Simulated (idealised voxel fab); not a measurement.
process module | voxel trench capacitor
cross-section cut | 265 nm wide | cells 5 nm
A cross-section is a grid of square cells, given in bands from the top down. A band is one or more rows of cells.
Each band's line starts with the height of the band's top and of its bottom, in nm. Then come its materials from left to right, each with its width in nm. One material with "throughout" fills the band from edge to edge. "air" is empty space.
Height 0 is the level under which the wafer as received is all one material. The lowest band goes on downwards, as in "0 down".
A width such as "30 to 40" changes by the same amount from each row of cells to the next, from the band's top row to its bottom row.
"no change" after a step means that no cell of the cross-section changed.
closed voids: empty space of 8 cells or more with no open way to the top, each as width x height at its distance from the left edge, in nm
after a step's settings: what the simulator itself notes on the step
overlay nm, on a step with a mask: how far to the right of its planned place the mask lay; to the left if negative
plan
1 op RECEIVE | material Si
2 op CONFORMAL_DEP | material SiN | thk nm 10
3 op PATTERN | tone open | mask id TRENCH | material resist | width nm 30 | pitch nm 45 | thk nm 15 | overlay nm 0
4 op DIRECTIONAL_ETCH | etch materials SiN | depth nm 10
5 op DIRECTIONAL_ETCH | etch materials Si | depth nm 40
6 op STRIP | etch materials resist
7 op CONFORMAL_DEP | material HfO2 | thk nm 5
8 op CONFORMAL_DEP | material TiN | thk nm 5
9 op FILL_DEP | material W | thk nm 5
10 op CMP | height nm 10
as received, after step 1
  0 down: Si throughout
  closed voids: none
first wafer at the end, as planned
  10 to 0: SiN 70 | HfO2 5 | TiN 5 | W 10 | TiN 5 | HfO2 5 | SiN 15 | HfO2 5 | TiN 5 | W 10 | TiN 5 | HfO2 5 | SiN 15 | HfO2 5 | TiN 5 | W 10 | TiN 5 | HfO2 5 | SiN 75
  0 to -30: Si 70 | HfO2 5 | TiN 5 | W 10 | TiN 5 | HfO2 5 | Si 15 | HfO2 5 | TiN 5 | W 10 | TiN 5 | HfO2 5 | Si 15 | HfO2 5 | TiN 5 | W 10 | TiN 5 | HfO2 5 | Si 75
  -30 to -35: Si 70 | HfO2 5 | TiN 20 | HfO2 5 | Si 15 | HfO2 5 | TiN 20 | HfO2 5 | Si 15 | HfO2 5 | TiN 20 | HfO2 5 | Si 75
  -35 to -40: Si 70 | HfO2 30 | Si 15 | HfO2 30 | Si 15 | HfO2 30 | Si 75
  -40 down: Si throughout
  closed voids: none
second wafer at the end: like start, like plan, one mistake
  0 to -30: Si 70 | HfO2 5 | TiN 5 | W 10 | TiN 5 | HfO2 5 | Si 15 | HfO2 5 | TiN 5 | W 10 | TiN 5 | HfO2 5 | Si 15 | HfO2 5 | TiN 5 | W 10 | TiN 5 | HfO2 5 | Si 75
  -30 to -35: Si 70 | HfO2 5 | TiN 20 | HfO2 5 | Si 15 | HfO2 5 | TiN 20 | HfO2 5 | Si 15 | HfO2 5 | TiN 20 | HfO2 5 | Si 75
  -35 to -40: Si 70 | HfO2 30 | Si 15 | HfO2 30 | Si 15 | HfO2 30 | Si 75
  -40 down: Si throughout
  closed voids: none
what went wrong: step 10 ran as: op CMP | height nm 0
at the end the second wafer has, in cells: 12 fewer of HfO2 | 70 fewer of SiN | 12 fewer of TiN | 12 fewer of W
